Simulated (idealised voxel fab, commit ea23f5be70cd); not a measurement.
This section sets out a process module, namely voxel tone inversion.
The figure presents cross-section cut, which has a width of 200 nm and is divided into square cells with an edge length of 5 nm.
Heads up, the way a cross-section reads in here is a grid of square cells, handed over as bands from the top down, with every band being one or more rows of cells.
This entry defines a band. It first specifies the height of the band's top and the height of its bottom in nm, and then specifies the band's materials from left to right, stating each material with its width in nm. The word "throughout" identifies a single material that fills the band from edge to edge, while the word "blank" identifies empty space.
Heads up on the height convention: 0 is the point under which the incoming wafer is all one material, and the lowest band has no bottom, it just keeps going down, like "0 down".
Graded width ("30->40"): value in top row of band = first number; value in bottom row = second number; row-to-row change constant.
It should be understood that the words "identical to before", when stated for a given step, signify that the cross-section underwent no change in any of its cells during that step.
Listed in "Closed void roster": every empty space of 8 or more cells without an open way to the top. Form: width x height at distance, the distance being from the left edge, all in nm.
What comes after the settings on a step's line is commentary from the simulator itself on that step.
Steps that use a mask can have "overlay nm" on their line. It says how far the mask sat to the right of where it was meant to be. Negative means to the left.
What follows is a series of pairs. Each pair shows a cross-section before one process step and the cross-section after it, and the after view is drawn only down to the lowest band that changed. Beneath each pair is the step that lies between the two, with its settings. Pairs may come from different runs of this module on the same starting wafer, so a pair continues from the one above it only where its entry headed "Pre-step condition" says so.

**Pre-step condition**
> 0 down = Si throughout
> Closed void roster: none

**Sectional Result**
> 5 to 0 = SiN throughout
> Heights below 0 show no change.
> Closed void roster: none
Step, before to after (see cross-sections above): op CONFORMAL_DEP | material SiN | thk nm 5

Pre-step condition: = after-state of the pair above.

**Sectional Result**
> 25 to 5 = aC throughout
> Heights below 5 show no change.
> Closed void roster: none
Step, before to after (see cross-sections above): op DIRECTIONAL_DEP | material aC | thk nm 20

Pre-step condition: = after-state of the pair above.

**Sectional Result**
> 55 to 25 = 45 nm blank, then 25 nm resist, then 15 nm blank, then 25 nm resist, then 15 nm blank, then 25 nm resist, then 50 nm blank
> Heights below 25 show no change.
> Closed void roster: none
Step, before to after (see cross-sections above): op PATTERN | tone cover | mask id POSTS | material resist | width nm 25 | pitch nm 40 | thk nm 30 | overlay nm 0

Pre-step condition: = after-state of the pair above.

**Sectional Result**
> 35 to 25 = 45 nm blank, then 25 nm resist, then 15 nm blank, then 25 nm resist, then 15 nm blank, then 25 nm resist, then 50 nm blank
> 25 to 5 = 45 nm blank, then 25 nm aC, then 15 nm blank, then 25 nm aC, then 15 nm blank, then 25 nm aC, then 50 nm blank
> Heights below 5 show no change.
> Closed void roster: none
Step, before to after (see cross-sections above): op DIRECTIONAL_ETCH | etch materials aC | depth nm 20

Pre-step condition: = after-state of the pair above.

**Sectional Result**
> 25 to 5 = 45 nm blank, then 25 nm aC, then 15 nm blank, then 25 nm aC, then 15 nm blank, then 25 nm aC, then 50 nm blank
> Heights below 5 show no change.
> Closed void roster: none
Step, before to after (see cross-sections above): op STRIP | etch materials resist

Pre-step condition: = after-state of the pair above.

**Sectional Result**
> 35 to 25 = lowk throughout
> 25 to 5 = 45 nm lowk, then 25 nm aC, then 15 nm lowk, then 25 nm aC, then 15 nm lowk, then 25 nm aC, then 50 nm lowk
> Heights below 5 show no change.
> Closed void roster: none
Step, before to after (see cross-sections above): op FILL_DEP | material lowk | thk nm 10

Pre-step condition: = after-state of the pair above.

**Sectional Result**
> 25 to 5 = 45 nm lowk, then 25 nm aC, then 15 nm lowk, then 25 nm aC, then 15 nm lowk, then 25 nm aC, then 50 nm lowk
> Heights below 5 show no change.
> Closed void roster: none
Step, before to after (see cross-sections above): op CMP | height nm 25

Pre-step condition: = after-state of the pair above.

**Sectional Result**
> 25 to 5 = 45 nm lowk, then 25 nm blank, then 15 nm lowk, then 25 nm blank, then 15 nm lowk, then 25 nm blank, then 50 nm lowk
> Heights below 5 show no change.
> Closed void roster: none
Step, before to after (see cross-sections above): op STRIP | etch materials aC

Pre-step condition: = after-state of the pair above.

**Sectional Result**
> 30 to 25 = 50 nm TiN, then 15 nm blank, then 25 nm TiN, then 15 nm blank, then 25 nm TiN, then 15 nm blank, then 55 nm TiN
> 25 to 10 = 45 nm lowk, then 5 nm TiN, then 15 nm blank, then 5 nm TiN, then 15 nm lowk, then 5 nm TiN, then 15 nm blank, then 5 nm TiN, then 15 nm lowk, then 5 nm TiN, then 15 nm blank, then 5 nm TiN, then 50 nm lowk
> 10 to 5 = 45 nm lowk, then 25 nm TiN, then 15 nm lowk, then 25 nm TiN, then 15 nm lowk, then 25 nm TiN, then 50 nm lowk
> Heights below 5 show no change.
> Closed void roster: none
Step, before to after (see cross-sections above): op CONFORMAL_DEP | material TiN | thk nm 5

Pre-step condition: = after-state of the pair above.

**Sectional Result**
> 40 to 30 = Cu throughout
> 30 to 25 = 50 nm TiN, then 15 nm Cu, then 25 nm TiN, then 15 nm Cu, then 25 nm TiN, then 15 nm Cu, then 55 nm TiN
> 25 to 10 = 45 nm lowk, then 5 nm TiN, then 15 nm Cu, then 5 nm TiN, then 15 nm lowk, then 5 nm TiN, then 15 nm Cu, then 5 nm TiN, then 15 nm lowk, then 5 nm TiN, then 15 nm Cu, then 5 nm TiN, then 50 nm lowk
> Heights below 10 show no change.
> Closed void roster: none
Step, before to after (see cross-sections above): op FILL_DEP | material Cu | thk nm 10

Pre-step condition: = after-state of the pair above.

**Sectional Result**
> 25 to 10 = 45 nm lowk, then 5 nm TiN, then 15 nm Cu, then 5 nm TiN, then 15 nm lowk, then 5 nm TiN, then 15 nm Cu, then 5 nm TiN, then 15 nm lowk, then 5 nm TiN, then 15 nm Cu, then 5 nm TiN, then 50 nm lowk
> Heights below 10 show no change.
> Closed void roster: none
Step, before to after (see cross-sections above): op CMP | height nm 25

Pre-step condition: = after-state of the pair above.

**Sectional Result**
> 30 to 25 = SiN throughout
> Heights below 25 show no change.
> Closed void roster: none
Step, before to after (see cross-sections above): op CONFORMAL_DEP | material SiN | thk nm 5

**Pre-step condition**
> 40 to 30 = Cu throughout
> 30 to 25 = 50 nm TiN, then 15 nm Cu, then 25 nm TiN, then 15 nm Cu, then 25 nm TiN, then 15 nm Cu, then 55 nm TiN
> 25 to 10 = 45 nm lowk, then 5 nm TiN, then 15 nm Cu, then 5 nm TiN, then 15 nm lowk, then 5 nm TiN, then 15 nm Cu, then 5 nm TiN, then 15 nm lowk, then 5 nm TiN, then 15 nm Cu, then 5 nm TiN, then 50 nm lowk
> 10 to 5 = 45 nm lowk, then 25 nm TiN, then 15 nm lowk, then 25 nm TiN, then 15 nm lowk, then 25 nm TiN, then 50 nm lowk
> 5 to 0 = SiN throughout
> 0 down = Si throughout
> Closed void roster: none

**Sectional Result**
> 45 to 40 = SiN throughout
> Heights below 40 show no change.
> Closed void roster: none
Step, before to after (see cross-sections above): op CONFORMAL_DEP | material SiN | thk nm 5

**Pre-step condition**
> 0 down = Si throughout
> Closed void roster: none

**Sectional Result**
> 20 to 0 = aC throughout
> Heights below 0 show no change.
> Closed void roster: none
Step, before to after (see cross-sections above): op DIRECTIONAL_DEP | material aC | thk nm 20

Pre-step condition: = after-state of the pair above.

**Sectional Result**
> 25 to 20 = SiN throughout
> Heights below 20 show no change.
> Closed void roster: none
Step, before to after (see cross-sections above): op CONFORMAL_DEP | material SiN | thk nm 5

Pre-step condition: = after-state of the pair above.

**Sectional Result**
> 55 to 25 = 45 nm blank, then 25 nm resist, then 15 nm blank, then 25 nm resist, then 15 nm blank, then 25 nm resist, then 50 nm blank
> Heights below 25 show no change.
> Closed void roster: none
Step, before to after (see cross-sections above): op PATTERN | tone cover | mask id POSTS | material resist | width nm 25 | pitch nm 40 | thk nm 30 | overlay nm 0

Pre-step condition: = after-state of the pair above.

**Sectional Result**
> 35 to 25 = 45 nm blank, then 25 nm resist, then 15 nm blank, then 25 nm resist, then 15 nm blank, then 25 nm resist, then 50 nm blank
> Heights below 25 show no change.
> Closed void roster: none
Step, before to after (see cross-sections above): op DIRECTIONAL_ETCH | etch materials aC | depth nm 20

Pre-step condition: = after-state of the pair above.

**Sectional Result**
> 25 to 20 = SiN throughout
> Heights below 20 show no change.
> Closed void roster: none
Step, before to after (see cross-sections above): op STRIP | etch materials resist

Pre-step condition: = after-state of the pair above.

**Sectional Result**
> 35 to 25 = lowk throughout
> Heights below 25 show no change.
> Closed void roster: none
Step, before to after (see cross-sections above): op FILL_DEP | material lowk | thk nm 10

Pre-step condition: = after-state of the pair above.

**Sectional Result**
> 25 to 20 = SiN throughout
> Heights below 20 show no change.
> Closed void roster: none
Step, before to after (see cross-sections above): op CMP | height nm 25

Pre-step condition: = after-state of the pair above.

**Sectional Result**
> 30 to 25 = TiN throughout
> Heights below 25 show no change.
> Closed void roster: none
Step, before to after (see cross-sections above): op CONFORMAL_DEP | material TiN | thk nm 5

Pre-step condition: = after-state of the pair above.

**Sectional Result**
> 40 to 30 = Cu throughout
> Heights below 30 show no change.
> Closed void roster: none
Step, before to after (see cross-sections above): op FILL_DEP | material Cu | thk nm 10

Pre-step condition: = after-state of the pair above.

**Sectional Result**
> 25 to 20 = SiN throughout
> Heights below 20 show no change.
> Closed void roster: none
Step, before to after (see cross-sections above): op CMP | height nm 25

Pre-step condition: = after-state of the pair above.

**Sectional Result**
> 30 to 20 = SiN throughout
> Heights below 20 show no change.
> Closed void roster: none
Step, before to after (see cross-sections above): op CONFORMAL_DEP | material SiN | thk nm 5

**Pre-step condition**
> 5 to 0 = SiN throughout
> 0 down = Si throughout
> Closed void roster: none

**Sectional Result**
> 20 to 5 = aC throughout
> Heights below 5 show no change.
> Closed void roster: none
Step, before to after (see cross-sections above): op DIRECTIONAL_DEP | material aC | thk nm 15

Pre-step condition: = after-state of the pair above.

**Sectional Result**
> 50 to 20 = 45 nm blank, then 25 nm resist, then 15 nm blank, then 25 nm resist, then 15 nm blank, then 25 nm resist, then 50 nm blank
> Heights below 20 show no change.
> Closed void roster: none
Step, before to after (see cross-sections above): op PATTERN | tone cover | mask id POSTS | material resist | width nm 25 | pitch nm 40 | thk nm 30 | overlay nm 0

Pre-step condition: = after-state of the pair above.

**Sectional Result**
> 30 to 20 = 45 nm blank, then 25 nm resist, then 15 nm blank, then 25 nm resist, then 15 nm blank, then 25 nm resist, then 50 nm blank
> 20 to 5 = 45 nm blank, then 25 nm aC, then 15 nm blank, then 25 nm aC, then 15 nm blank, then 25 nm aC, then 50 nm blank
> Heights below 5 show no change.
> Closed void roster: none
Step, before to after (see cross-sections above): op DIRECTIONAL_ETCH | etch materials aC | depth nm 20

Pre-step condition: = after-state of the pair above.

**Sectional Result**
> 20 to 5 = 45 nm blank, then 25 nm aC, then 15 nm blank, then 25 nm aC, then 15 nm blank, then 25 nm aC, then 50 nm blank
> Heights below 5 show no change.
> Closed void roster: none
Step, before to after (see cross-sections above): op STRIP | etch materials resist

Pre-step condition: = after-state of the pair above.

**Sectional Result**
> 30 to 20 = lowk throughout
> 20 to 5 = 45 nm lowk, then 25 nm aC, then 15 nm lowk, then 25 nm aC, then 15 nm lowk, then 25 nm aC, then 50 nm lowk
> Heights below 5 show no change.
> Closed void roster: none
Step, before to after (see cross-sections above): op FILL_DEP | material lowk | thk nm 10

Pre-step condition: = after-state of the pair above.

**Sectional Result**
> 25 to 20 = lowk throughout
> Heights below 20 show no change.
> Closed void roster: none
Step, before to after (see cross-sections above): op CMP | height nm 25

Pre-step condition: = after-state of the pair above.

**Sectional Result**
> 30 to 25 = TiN throughout
> Heights below 25 show no change.
> Closed void roster: none
Step, before to after (see cross-sections above): op CONFORMAL_DEP | material TiN | thk nm 5

Pre-step condition: = after-state of the pair above.

**Sectional Result**
> 40 to 30 = Cu throughout
> Heights below 30 show no change.
> Closed void roster: none
Step, before to after (see cross-sections above): op FILL_DEP | material Cu | thk nm 10

Pre-step condition: = after-state of the pair above.

**Sectional Result**
> 25 to 20 = lowk throughout
> Heights below 20 show no change.
> Closed void roster: none
Step, before to after (see cross-sections above): op CMP | height nm 25

Pre-step condition: = after-state of the pair above.

**Sectional Result**
> 30 to 25 = SiN throughout
> Heights below 25 show no change.
> Closed void roster: none
Step, before to after (see cross-sections above): op CONFORMAL_DEP | material SiN | thk nm 5

**Pre-step condition**
> 25 to 5 = aC throughout
> 5 to 0 = SiN throughout
> 0 down = Si throughout
> Closed void roster: none

**Sectional Result**
> 55 to 25 = 50 nm blank, then 20 nm resist, then 20 nm blank, then 20 nm resist, then 20 nm blank, then 20 nm resist, then 50 nm blank
> Heights below 25 show no change.
> Closed void roster: none
Step, before to after (see cross-sections above): op PATTERN | tone cover | mask id POSTS | material resist | width nm 20 | pitch nm 40 | thk nm 30 | overlay nm 0

Pre-step condition: = after-state of the pair above.

**Sectional Result**
> 35 to 25 = 50 nm blank, then 20 nm resist, then 20 nm blank, then 20 nm resist, then 20 nm blank, then 20 nm resist, then 50 nm blank
> 25 to 5 = 50 nm blank, then 20 nm aC, then 20 nm blank, then 20 nm aC, then 20 nm blank, then 20 nm aC, then 50 nm blank
> Heights below 5 show no change.
> Closed void roster: none
Step, before to after (see cross-sections above): op DIRECTIONAL_ETCH | etch materials aC | depth nm 20

Pre-step condition: = after-state of the pair above.

**Sectional Result**
> 25 to 5 = 50 nm blank, then 20 nm aC, then 20 nm blank, then 20 nm aC, then 20 nm blank, then 20 nm aC, then 50 nm blank
> Heights below 5 show no change.
> Closed void roster: none
Step, before to after (see cross-sections above): op STRIP | etch materials resist

Pre-step condition: = after-state of the pair above.

**Sectional Result**
> 35 to 25 = lowk throughout
> 25 to 5 = 50 nm lowk, then 20 nm aC, then 20 nm lowk, then 20 nm aC, then 20 nm lowk, then 20 nm aC, then 50 nm lowk
> Heights below 5 show no change.
> Closed void roster: none
Step, before to after (see cross-sections above): op FILL_DEP | material lowk | thk nm 10

Pre-step condition: = after-state of the pair above.

**Sectional Result**
> 25 to 5 = 50 nm lowk, then 20 nm aC, then 20 nm lowk, then 20 nm aC, then 20 nm lowk, then 20 nm aC, then 50 nm lowk
> Heights below 5 show no change.
> Closed void roster: none
Step, before to after (see cross-sections above): op CMP | height nm 25

Pre-step condition: = after-state of the pair above.

**Sectional Result**
> 25 to 5 = 50 nm lowk, then 20 nm blank, then 20 nm lowk, then 20 nm blank, then 20 nm lowk, then 20 nm blank, then 50 nm lowk
> Heights below 5 show no change.
> Closed void roster: none
Step, before to after (see cross-sections above): op STRIP | etch materials aC

Pre-step condition: = after-state of the pair above.

**Sectional Result**
> 30 to 25 = 55 nm TiN, then 10 nm blank, then 30 nm TiN, then 10 nm blank, then 30 nm TiN, then 10 nm blank, then 55 nm TiN
> 25 to 10 = 50 nm lowk, then 5 nm TiN, then 10 nm blank, then 5 nm TiN, then 20 nm lowk, then 5 nm TiN, then 10 nm blank, then 5 nm TiN, then 20 nm lowk, then 5 nm TiN, then 10 nm blank, then 5 nm TiN, then 50 nm lowk
> 10 to 5 = 50 nm lowk, then 20 nm TiN, then 20 nm lowk, then 20 nm TiN, then 20 nm lowk, then 20 nm TiN, then 50 nm lowk
> Heights below 5 show no change.
> Closed void roster: none
Step, before to after (see cross-sections above): op CONFORMAL_DEP | material TiN | thk nm 5

Pre-step condition: = after-state of the pair above.

**Sectional Result**
> 40 to 30 = Cu throughout
> 30 to 25 = 55 nm TiN, then 10 nm Cu, then 30 nm TiN, then 10 nm Cu, then 30 nm TiN, then 10 nm Cu, then 55 nm TiN
> 25 to 10 = 50 nm lowk, then 5 nm TiN, then 10 nm Cu, then 5 nm TiN, then 20 nm lowk, then 5 nm TiN, then 10 nm Cu, then 5 nm TiN, then 20 nm lowk, then 5 nm TiN, then 10 nm Cu, then 5 nm TiN, then 50 nm lowk
> Heights below 10 show no change.
> Closed void roster: none
Step, before to after (see cross-sections above): op FILL_DEP | material Cu | thk nm 10

Pre-step condition: = after-state of the pair above.

**Sectional Result**
> 25 to 10 = 50 nm lowk, then 5 nm TiN, then 10 nm Cu, then 5 nm TiN, then 20 nm lowk, then 5 nm TiN, then 10 nm Cu, then 5 nm TiN, then 20 nm lowk, then 5 nm TiN, then 10 nm Cu, then 5 nm TiN, then 50 nm lowk
> Heights below 10 show no change.
> Closed void roster: none
Step, before to after (see cross-sections above): op CMP | height nm 25

Pre-step condition: = after-state of the pair above.

**Sectional Result**
> 30 to 25 = SiN throughout
> Heights below 25 show no change.
> Closed void roster: none
Step, before to after (see cross-sections above): op CONFORMAL_DEP | material SiN | thk nm 5

**Pre-step condition**
> 25 to 5 = aC throughout
> 5 to 0 = SiN throughout
> 0 down = Si throughout
> Closed void roster: none

**Sectional Result**
> 55 to 25 = 55 nm blank, then 25 nm resist, then 15 nm blank, then 25 nm resist, then 15 nm blank, then 25 nm resist, then 40 nm blank
> Heights below 25 show no change.
> Closed void roster: none
Step, before to after (see cross-sections above): op PATTERN | tone cover | mask id POSTS | material resist | width nm 25 | pitch nm 40 | thk nm 30 | overlay nm 10

Pre-step condition: = after-state of the pair above.

**Sectional Result**
> 35 to 25 = 55 nm blank, then 25 nm resist, then 15 nm blank, then 25 nm resist, then 15 nm blank, then 25 nm resist, then 40 nm blank
> 25 to 5 = 55 nm blank, then 25 nm aC, then 15 nm blank, then 25 nm aC, then 15 nm blank, then 25 nm aC, then 40 nm blank
> Heights below 5 show no change.
> Closed void roster: none
Step, before to after (see cross-sections above): op DIRECTIONAL_ETCH | etch materials aC | depth nm 20

Pre-step condition: = after-state of the pair above.

**Sectional Result**
> 25 to 5 = 55 nm blank, then 25 nm aC, then 15 nm blank, then 25 nm aC, then 15 nm blank, then 25 nm aC, then 40 nm blank
> Heights below 5 show no change.
> Closed void roster: none
Step, before to after (see cross-sections above): op STRIP | etch materials resist

Pre-step condition: = after-state of the pair above.

**Sectional Result**
> 35 to 25 = lowk throughout
> 25 to 5 = 55 nm lowk, then 25 nm aC, then 15 nm lowk, then 25 nm aC, then 15 nm lowk, then 25 nm aC, then 40 nm lowk
> Heights below 5 show no change.
> Closed void roster: none
Step, before to after (see cross-sections above): op FILL_DEP | material lowk | thk nm 10

Pre-step condition: = after-state of the pair above.

**Sectional Result**
> 25 to 5 = 55 nm lowk, then 25 nm aC, then 15 nm lowk, then 25 nm aC, then 15 nm lowk, then 25 nm aC, then 40 nm lowk
> Heights below 5 show no change.
> Closed void roster: none
Step, before to after (see cross-sections above): op CMP | height nm 25

Pre-step condition: = after-state of the pair above.

**Sectional Result**
> 25 to 5 = 55 nm lowk, then 25 nm blank, then 15 nm lowk, then 25 nm blank, then 15 nm lowk, then 25 nm blank, then 40 nm lowk
> Heights below 5 show no change.
> Closed void roster: none
Step, before to after (see cross-sections above): op STRIP | etch materials aC

Pre-step condition: = after-state of the pair above.

**Sectional Result**
> 30 to 25 = 60 nm TiN, then 15 nm blank, then 25 nm TiN, then 15 nm blank, then 25 nm TiN, then 15 nm blank, then 45 nm TiN
> 25 to 10 = 55 nm lowk, then 5 nm TiN, then 15 nm blank, then 5 nm TiN, then 15 nm lowk, then 5 nm TiN, then 15 nm blank, then 5 nm TiN, then 15 nm lowk, then 5 nm TiN, then 15 nm blank, then 5 nm TiN, then 40 nm lowk
> 10 to 5 = 55 nm lowk, then 25 nm TiN, then 15 nm lowk, then 25 nm TiN, then 15 nm lowk, then 25 nm TiN, then 40 nm lowk
> Heights below 5 show no change.
> Closed void roster: none
Step, before to after (see cross-sections above): op CONFORMAL_DEP | material TiN | thk nm 5

Pre-step condition: = after-state of the pair above.

**Sectional Result**
> 40 to 30 = Cu throughout
> 30 to 25 = 60 nm TiN, then 15 nm Cu, then 25 nm TiN, then 15 nm Cu, then 25 nm TiN, then 15 nm Cu, then 45 nm TiN
> 25 to 10 = 55 nm lowk, then 5 nm TiN, then 15 nm Cu, then 5 nm TiN, then 15 nm lowk, then 5 nm TiN, then 15 nm Cu, then 5 nm TiN, then 15 nm lowk, then 5 nm TiN, then 15 nm Cu, then 5 nm TiN, then 40 nm lowk
> Heights below 10 show no change.
> Closed void roster: none
Step, before to after (see cross-sections above): op FILL_DEP | material Cu | thk nm 10

Pre-step condition: = after-state of the pair above.

**Sectional Result**
> 25 to 10 = 55 nm lowk, then 5 nm TiN, then 15 nm Cu, then 5 nm TiN, then 15 nm lowk, then 5 nm TiN, then 15 nm Cu, then 5 nm TiN, then 15 nm lowk, then 5 nm TiN, then 15 nm Cu, then 5 nm TiN, then 40 nm lowk
> Heights below 10 show no change.
> Closed void roster: none
Step, before to after (see cross-sections above): op CMP | height nm 25

Pre-step condition: = after-state of the pair above.

**Sectional Result**
> 30 to 25 = SiN throughout
> Heights below 25 show no change.
> Closed void roster: none
Step, before to after (see cross-sections above): op CONFORMAL_DEP | material SiN | thk nm 5

**Pre-step condition**
> 5 to 0 = SiN throughout
> 0 down = Si throughout
> Closed void roster: none

**Sectional Result**
> 25 to 0 = SiN throughout
> Heights below 0 show no change.
> Closed void roster: none
Step, before to after (see cross-sections above): op DIRECTIONAL_DEP | material SiN | thk nm 20

Pre-step condition: = after-state of the pair above.

**Sectional Result**
> 55 to 25 = 45 nm blank, then 25 nm resist, then 15 nm blank, then 25 nm resist, then 15 nm blank, then 25 nm resist, then 50 nm blank
> Heights below 25 show no change.
> Closed void roster: none
Step, before to after (see cross-sections above): op PATTERN | tone cover | mask id POSTS | material resist | width nm 25 | pitch nm 40 | thk nm 30 | overlay nm 0

Pre-step condition: = after-state of the pair above.

**Sectional Result**
> 35 to 25 = 45 nm blank, then 25 nm resist, then 15 nm blank, then 25 nm resist, then 15 nm blank, then 25 nm resist, then 50 nm blank
> Heights below 25 show no change.
> Closed void roster: none
Step, before to after (see cross-sections above): op DIRECTIONAL_ETCH | etch materials aC | depth nm 20

Pre-step condition: = after-state of the pair above.

**Sectional Result**
> 25 to 0 = SiN throughout
> Heights below 0 show no change.
> Closed void roster: none
Step, before to after (see cross-sections above): op STRIP | etch materials resist

Pre-step condition: = after-state of the pair above.

**Sectional Result**
> 35 to 25 = lowk throughout
> Heights below 25 show no change.
> Closed void roster: none
Step, before to after (see cross-sections above): op FILL_DEP | material lowk | thk nm 10

Pre-step condition: = after-state of the pair above.

**Sectional Result**
> 25 to 0 = SiN throughout
> Heights below 0 show no change.
> Closed void roster: none
Step, before to after (see cross-sections above): op CMP | height nm 25

Pre-step condition: = after-state of the pair above.

**Sectional Result**
> 30 to 25 = TiN throughout
> Heights below 25 show no change.
> Closed void roster: none
Step, before to after (see cross-sections above): op CONFORMAL_DEP | material TiN | thk nm 5

Pre-step condition: = after-state of the pair above.

**Sectional Result**
> 40 to 30 = Cu throughout
> Heights below 30 show no change.
> Closed void roster: none
Step, before to after (see cross-sections above): op FILL_DEP | material Cu | thk nm 10

Pre-step condition: = after-state of the pair above.

**Sectional Result**
> 25 to 0 = SiN throughout
> Heights below 0 show no change.
> Closed void roster: none
Step, before to after (see cross-sections above): op CMP | height nm 25

Pre-step condition: = after-state of the pair above.

**Sectional Result**
> 30 to 0 = SiN throughout
> Heights below 0 show no change.
> Closed void roster: none
Step, before to after (see cross-sections above): op CONFORMAL_DEP | material SiN | thk nm 5

**Pre-step condition**
> 25 to 5 = aC throughout
> 5 to 0 = SiN throughout
> 0 down = Si throughout
> Closed void roster: none

**Sectional Result**
> 55 to 25 = 45 nm resist, then 25 nm blank, then 15 nm resist, then 25 nm blank, then 15 nm resist, then 25 nm blank, then 50 nm resist
> Heights below 25 show no change.
> Closed void roster: none
Step, before to after (see cross-sections above): op PATTERN | tone open | mask id POSTS | material resist | width nm 25 | pitch nm 40 | thk nm 30 | overlay nm 0

Pre-step condition: = after-state of the pair above.

**Sectional Result**
> 35 to 25 = 45 nm resist, then 25 nm blank, then 15 nm resist, then 25 nm blank, then 15 nm resist, then 25 nm blank, then 50 nm resist
> 25 to 5 = 45 nm aC, then 25 nm blank, then 15 nm aC, then 25 nm blank, then 15 nm aC, then 25 nm blank, then 50 nm aC
> Heights below 5 show no change.
> Closed void roster: none
Step, before to after (see cross-sections above): op DIRECTIONAL_ETCH | etch materials aC | depth nm 20

Pre-step condition: = after-state of the pair above.

**Sectional Result**
> 25 to 5 = 45 nm aC, then 25 nm blank, then 15 nm aC, then 25 nm blank, then 15 nm aC, then 25 nm blank, then 50 nm aC
> Heights below 5 show no change.
> Closed void roster: none
Step, before to after (see cross-sections above): op STRIP | etch materials resist

Pre-step condition: = after-state of the pair above.

**Sectional Result**
> 35 to 25 = lowk throughout
> 25 to 5 = 45 nm aC, then 25 nm lowk, then 15 nm aC, then 25 nm lowk, then 15 nm aC, then 25 nm lowk, then 50 nm aC
> Heights below 5 show no change.
> Closed void roster: none
Step, before to after (see cross-sections above): op FILL_DEP | material lowk | thk nm 10

Pre-step condition: = after-state of the pair above.

**Sectional Result**
> 25 to 5 = 45 nm aC, then 25 nm lowk, then 15 nm aC, then 25 nm lowk, then 15 nm aC, then 25 nm lowk, then 50 nm aC
> Heights below 5 show no change.
> Closed void roster: none
Step, before to after (see cross-sections above): op CMP | height nm 25

Pre-step condition: = after-state of the pair above.

**Sectional Result**
> 25 to 5 = 45 nm blank, then 25 nm lowk, then 15 nm blank, then 25 nm lowk, then 15 nm blank, then 25 nm lowk, then 50 nm blank
> Heights below 5 show no change.
> Closed void roster: none
Step, before to after (see cross-sections above): op STRIP | etch materials aC

Pre-step condition: = after-state of the pair above.

**Sectional Result**
> 30 to 25 = 40 nm blank, then 35 nm TiN, then 5 nm blank, then 35 nm TiN, then 5 nm blank, then 35 nm TiN, then 45 nm blank
> 25 to 10 = 40 nm blank, then 5 nm TiN, then 25 nm lowk, then 5 nm TiN, then 5 nm blank, then 5 nm TiN, then 25 nm lowk, then 5 nm TiN, then 5 nm blank, then 5 nm TiN, then 25 nm lowk, then 5 nm TiN, then 45 nm blank
> 10 to 5 = 45 nm TiN, then 25 nm lowk, then 15 nm TiN, then 25 nm lowk, then 15 nm TiN, then 25 nm lowk, then 50 nm TiN
> Heights below 5 show no change.
> Closed void roster: none
Step, before to after (see cross-sections above): op CONFORMAL_DEP | material TiN | thk nm 5

Pre-step condition: = after-state of the pair above.

**Sectional Result**
> 40 to 30 = Cu throughout
> 30 to 25 = 40 nm Cu, then 35 nm TiN, then 5 nm Cu, then 35 nm TiN, then 5 nm Cu, then 35 nm TiN, then 45 nm Cu
> 25 to 10 = 40 nm Cu, then 5 nm TiN, then 25 nm lowk, then 5 nm TiN, then 5 nm Cu, then 5 nm TiN, then 25 nm lowk, then 5 nm TiN, then 5 nm Cu, then 5 nm TiN, then 25 nm lowk, then 5 nm TiN, then 45 nm Cu
> Heights below 10 show no change.
> Closed void roster: none
Step, before to after (see cross-sections above): op FILL_DEP | material Cu | thk nm 10

Pre-step condition: = after-state of the pair above.

**Sectional Result**
> 25 to 10 = 40 nm Cu, then 5 nm TiN, then 25 nm lowk, then 5 nm TiN, then 5 nm Cu, then 5 nm TiN, then 25 nm lowk, then 5 nm TiN, then 5 nm Cu, then 5 nm TiN, then 25 nm lowk, then 5 nm TiN, then 45 nm Cu
> Heights below 10 show no change.
> Closed void roster: none
Step, before to after (see cross-sections above): op CMP | height nm 25

Pre-step condition: = after-state of the pair above.

**Sectional Result**
> 30 to 25 = SiN throughout
> Heights below 25 show no change.
> Closed void roster: none
Step, before to after (see cross-sections above): op CONFORMAL_DEP | material SiN | thk nm 5
